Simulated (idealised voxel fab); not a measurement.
Documented hereafter: the process module known as voxel quadruple lines.
Cross-section cut: width 220 nm, square cells of 5 nm.
Format of a cross-section: grid, square cells. Given as bands. Order: top down. Band: one or more rows of cells.
Read a band's entry like this: the first values are the height of its top and the height of its bottom in nm, and what follows is the sequence of materials from left to right, each with its width in nm. Note that "empty" is empty space, and that a single material marked "all across" reaches across the band from edge to edge.
Heads up on the height convention: 0 is the point under which the incoming wafer is all one material, and the lowest band has no bottom, it just keeps going down, like "from 0 down".
A width such as "30..40" changes by the same amount from each row of cells to the next, from the band's top row to its bottom row.
Where the words "nothing got changed" appear for a step, the cross-section shows no cell changed by that step; every cell remained as before.
"Encapsulated voids" specifies each empty space that is not open to the top and that occupies no fewer than 8 cells, using the form width x height at distance, the distance measured from the left edge and all three quantities in nm.
Anything after a step's settings on that line? It's the simulator's own note about the step.
overlay nm, on a step with a mask: how far to the right of its planned place the mask lay; to the left if negative

[Process steps - plan]
1: RECEIVE [material Si]
2: CONFORMAL_DEP [material SiO2] [thk nm 5]
3: DIRECTIONAL_DEP [material Ru] [thk nm 10]
4: DIRECTIONAL_DEP [material polySi] [thk nm 20]
5: DIRECTIONAL_DEP [material aC] [thk nm 20]
6: PATTERN [tone cover] [mask id MANDREL] [material resist] [width nm 20] [pitch nm 60] [thk nm 30] [overlay nm 0]
7: DIRECTIONAL_ETCH [etch materials aC] [depth nm 20]
8: STRIP [etch materials resist]
9: CONFORMAL_DEP [material SiO2] [thk nm 10]
10: DIRECTIONAL_ETCH [etch materials SiO2] [depth nm 10]
11: STRIP [etch materials aC]
12: DIRECTIONAL_ETCH [etch materials polySi] [depth nm 20]
13: STRIP [etch materials SiO2]
14: CONFORMAL_DEP [material SiCN] [thk nm 5]
15: DIRECTIONAL_ETCH [etch materials SiCN] [depth nm 5]
16: STRIP [etch materials polySi]
17: DIRECTIONAL_ETCH [etch materials Ru] [depth nm 10]
18: STRIP [etch materials SiCN]
19: FILL_DEP [material lowk] [thk nm 10]
20: CMP [height nm 15]

[The first of two wafers, run as planned]

[Incoming wafer, cross-sectional view, post step 1]
	from 0 down  Si all across
	Encapsulated voids: none

[How the wafer stands in section after step 2]
	from 5 to 0  SiO2 all across
	No changes below 0.

[How the wafer stands in section after step 3]
	from 15 to 5  Ru all across
	No changes below 5.

[How the wafer stands in section after step 4]
	from 35 to 15  polySi all across
	No changes below 15.

[How the wafer stands in section after step 5]
	from 55 to 35  aC all across
	No changes below 35.

[How the wafer stands in section after step 6]
	from 85 to 55  empty 70; resist 20; empty 40; resist 20; empty 70
	No changes below 55.

[How the wafer stands in section after step 7]
	from 65 to 55  empty 70; resist 20; empty 40; resist 20; empty 70
	from 55 to 35  empty 70; aC 20; empty 40; aC 20; empty 70
	No changes below 35.

[How the wafer stands in section after step 8]
	from 55 to 35  empty 70; aC 20; empty 40; aC 20; empty 70
	No changes below 35.

[How the wafer stands in section after step 9]
	from 65 to 55  empty 60; SiO2 40; empty 20; SiO2 40; empty 60
	from 55 to 45  empty 60; SiO2 10; aC 20; SiO2 10; empty 20; SiO2 10; aC 20; SiO2 10; empty 60
	from 45 to 35  SiO2 70; aC 20; SiO2 40; aC 20; SiO2 70
	No changes below 35.

[How the wafer stands in section after step 10]
	from 55 to 35  empty 60; SiO2 10; aC 20; SiO2 10; empty 20; SiO2 10; aC 20; SiO2 10; empty 60
	No changes below 35.

[How the wafer stands in section after step 11]
	from 55 to 35  empty 60; SiO2 10; empty 20; SiO2 10; empty 20; SiO2 10; empty 20; SiO2 10; empty 60
	No changes below 35.

[How the wafer stands in section after step 12]
	from 55 to 35  empty 60; SiO2 10; empty 20; SiO2 10; empty 20; SiO2 10; empty 20; SiO2 10; empty 60
	from 35 to 15  empty 60; polySi 10; empty 20; polySi 10; empty 20; polySi 10; empty 20; polySi 10; empty 60
	No changes below 15.

[How the wafer stands in section after step 13]
	from 35 to 15  empty 60; polySi 10; empty 20; polySi 10; empty 20; polySi 10; empty 20; polySi 10; empty 60
	No changes below 15.

[How the wafer stands in section after step 14]
	from 40 to 35  empty 55; SiCN 20; empty 10; SiCN 20; empty 10; SiCN 20; empty 10; SiCN 20; empty 55
	from 35 to 20  empty 55; SiCN 5; polySi 10; SiCN 5; empty 10; SiCN 5; polySi 10; SiCN 5; empty 10; SiCN 5; polySi 10; SiCN 5; empty 10; SiCN 5; polySi 10; SiCN 5; empty 55
	from 20 to 15  SiCN 60; polySi 10; SiCN 20; polySi 10; SiCN 20; polySi 10; SiCN 20; polySi 10; SiCN 60
	No changes below 15.

[How the wafer stands in section after step 15]
	from 35 to 15  empty 55; SiCN 5; polySi 10; SiCN 5; empty 10; SiCN 5; polySi 10; SiCN 5; empty 10; SiCN 5; polySi 10; SiCN 5; empty 10; SiCN 5; polySi 10; SiCN 5; empty 55
	No changes below 15.

[How the wafer stands in section after step 16]
	from 35 to 15  empty 55; SiCN 5; empty 10; SiCN 5; empty 10; SiCN 5; empty 10; SiCN 5; empty 10; SiCN 5; empty 10; SiCN 5; empty 10; SiCN 5; empty 10; SiCN 5; empty 55
	No changes below 15.

[How the wafer stands in section after step 17]
	from 35 to 15  empty 55; SiCN 5; empty 10; SiCN 5; empty 10; SiCN 5; empty 10; SiCN 5; empty 10; SiCN 5; empty 10; SiCN 5; empty 10; SiCN 5; empty 10; SiCN 5; empty 55
	from 15 to 5  empty 55; Ru 5; empty 10; Ru 5; empty 10; Ru 5; empty 10; Ru 5; empty 10; Ru 5; empty 10; Ru 5; empty 10; Ru 5; empty 10; Ru 5; empty 55
	No changes below 5.

[How the wafer stands in section after step 18]
	from 15 to 5  empty 55; Ru 5; empty 10; Ru 5; empty 10; Ru 5; empty 10; Ru 5; empty 10; Ru 5; empty 10; Ru 5; empty 10; Ru 5; empty 10; Ru 5; empty 55
	No changes below 5.

[How the wafer stands in section after step 19]
	from 25 to 15  lowk all across
	from 15 to 5  lowk 55; Ru 5; lowk 10; Ru 5; lowk 10; Ru 5; lowk 10; Ru 5; lowk 10; Ru 5; lowk 10; Ru 5; lowk 10; Ru 5; lowk 10; Ru 5; lowk 55
	No changes below 5.

[How the wafer stands in section after step 20]
	from 15 to 5  lowk 55; Ru 5; lowk 10; Ru 5; lowk 10; Ru 5; lowk 10; Ru 5; lowk 10; Ru 5; lowk 10; Ru 5; lowk 10; Ru 5; lowk 10; Ru 5; lowk 55
	No changes below 5.

[Wafer two of the pair: same origin, same plan, one error during the run; identical to wafer one up to and including step 5]

[Cross-section of the second wafer when, according to plan, step 6 should have finished]
	from 85 to 55  empty 60; resist 20; empty 40; resist 20; empty 80
	No changes below 55.

[Cross-section of the second wafer when, according to plan, step 7 should have finished]
	from 65 to 55  empty 60; resist 20; empty 40; resist 20; empty 80
	from 55 to 35  empty 60; aC 20; empty 40; aC 20; empty 80
	No changes below 35.

[Cross-section of the second wafer when, according to plan, step 8 should have finished]
	from 55 to 35  empty 60; aC 20; empty 40; aC 20; empty 80
	No changes below 35.

[Cross-section of the second wafer when, according to plan, step 9 should have finished]
	from 65 to 55  empty 50; SiO2 40; empty 20; SiO2 40; empty 70
	from 55 to 45  empty 50; SiO2 10; aC 20; SiO2 10; empty 20; SiO2 10; aC 20; SiO2 10; empty 70
	from 45 to 35  SiO2 60; aC 20; SiO2 40; aC 20; SiO2 80
	No changes below 35.

[Cross-section of the second wafer when, according to plan, step 10 should have finished]
	from 55 to 35  empty 50; SiO2 10; aC 20; SiO2 10; empty 20; SiO2 10; aC 20; SiO2 10; empty 70
	No changes below 35.

[Cross-section of the second wafer when, according to plan, step 11 should have finished]
	from 55 to 35  empty 50; SiO2 10; empty 20; SiO2 10; empty 20; SiO2 10; empty 20; SiO2 10; empty 70
	No changes below 35.

[Cross-section of the second wafer when, according to plan, step 12 should have finished]
	from 55 to 35  empty 50; SiO2 10; empty 20; SiO2 10; empty 20; SiO2 10; empty 20; SiO2 10; empty 70
	from 35 to 15  empty 50; polySi 10; empty 20; polySi 10; empty 20; polySi 10; empty 20; polySi 10; empty 70
	No changes below 15.

[Cross-section of the second wafer when, according to plan, step 13 should have finished]
	from 35 to 15  empty 50; polySi 10; empty 20; polySi 10; empty 20; polySi 10; empty 20; polySi 10; empty 70
	No changes below 15.

[Cross-section of the second wafer when, according to plan, step 14 should have finished]
	from 40 to 35  empty 45; SiCN 20; empty 10; SiCN 20; empty 10; SiCN 20; empty 10; SiCN 20; empty 65
	from 35 to 20  empty 45; SiCN 5; polySi 10; SiCN 5; empty 10; SiCN 5; polySi 10; SiCN 5; empty 10; SiCN 5; polySi 10; SiCN 5; empty 10; SiCN 5; polySi 10; SiCN 5; empty 65
	from 20 to 15  SiCN 50; polySi 10; SiCN 20; polySi 10; SiCN 20; polySi 10; SiCN 20; polySi 10; SiCN 70
	No changes below 15.

[Cross-section of the second wafer when, according to plan, step 15 should have finished]
	from 35 to 15  empty 45; SiCN 5; polySi 10; SiCN 5; empty 10; SiCN 5; polySi 10; SiCN 5; empty 10; SiCN 5; polySi 10; SiCN 5; empty 10; SiCN 5; polySi 10; SiCN 5; empty 65
	No changes below 15.

[Cross-section of the second wafer when, according to plan, step 16 should have finished]
	from 35 to 15  empty 45; SiCN 5; empty 10; SiCN 5; empty 10; SiCN 5; empty 10; SiCN 5; empty 10; SiCN 5; empty 10; SiCN 5; empty 10; SiCN 5; empty 10; SiCN 5; empty 65
	No changes below 15.

[Cross-section of the second wafer when, according to plan, step 17 should have finished]
	from 35 to 15  empty 45; SiCN 5; empty 10; SiCN 5; empty 10; SiCN 5; empty 10; SiCN 5; empty 10; SiCN 5; empty 10; SiCN 5; empty 10; SiCN 5; empty 10; SiCN 5; empty 65
	from 15 to 5  empty 45; Ru 5; empty 10; Ru 5; empty 10; Ru 5; empty 10; Ru 5; empty 10; Ru 5; empty 10; Ru 5; empty 10; Ru 5; empty 10; Ru 5; empty 65
	No changes below 5.

[Cross-section of the second wafer when, according to plan, step 18 should have finished]
	from 15 to 5  empty 45; Ru 5; empty 10; Ru 5; empty 10; Ru 5; empty 10; Ru 5; empty 10; Ru 5; empty 10; Ru 5; empty 10; Ru 5; empty 10; Ru 5; empty 65
	No changes below 5.

[Cross-section of the second wafer when, according to plan, step 19 should have finished]
	from 25 to 15  lowk all across
	from 15 to 5  lowk 45; Ru 5; lowk 10; Ru 5; lowk 10; Ru 5; lowk 10; Ru 5; lowk 10; Ru 5; lowk 10; Ru 5; lowk 10; Ru 5; lowk 10; Ru 5; lowk 65
	No changes below 5.

[Cross-section of the second wafer when, according to plan, step 20 should have finished]
	from 15 to 5  lowk 45; Ru 5; lowk 10; Ru 5; lowk 10; Ru 5; lowk 10; Ru 5; lowk 10; Ru 5; lowk 10; Ru 5; lowk 10; Ru 5; lowk 10; Ru 5; lowk 65
	No changes below 5.
It is concluded that the wafer was processed incorrectly with respect to the plan, in that not per plan at step 6, really ran PATTERN [tone cover] [mask id MANDREL] [material resist] [width nm 20] [pitch nm 60] [thk nm 30] [overlay nm -10]
At the end, the second wafer has the same number of cells of each material as the first, but those cells sit in other places.
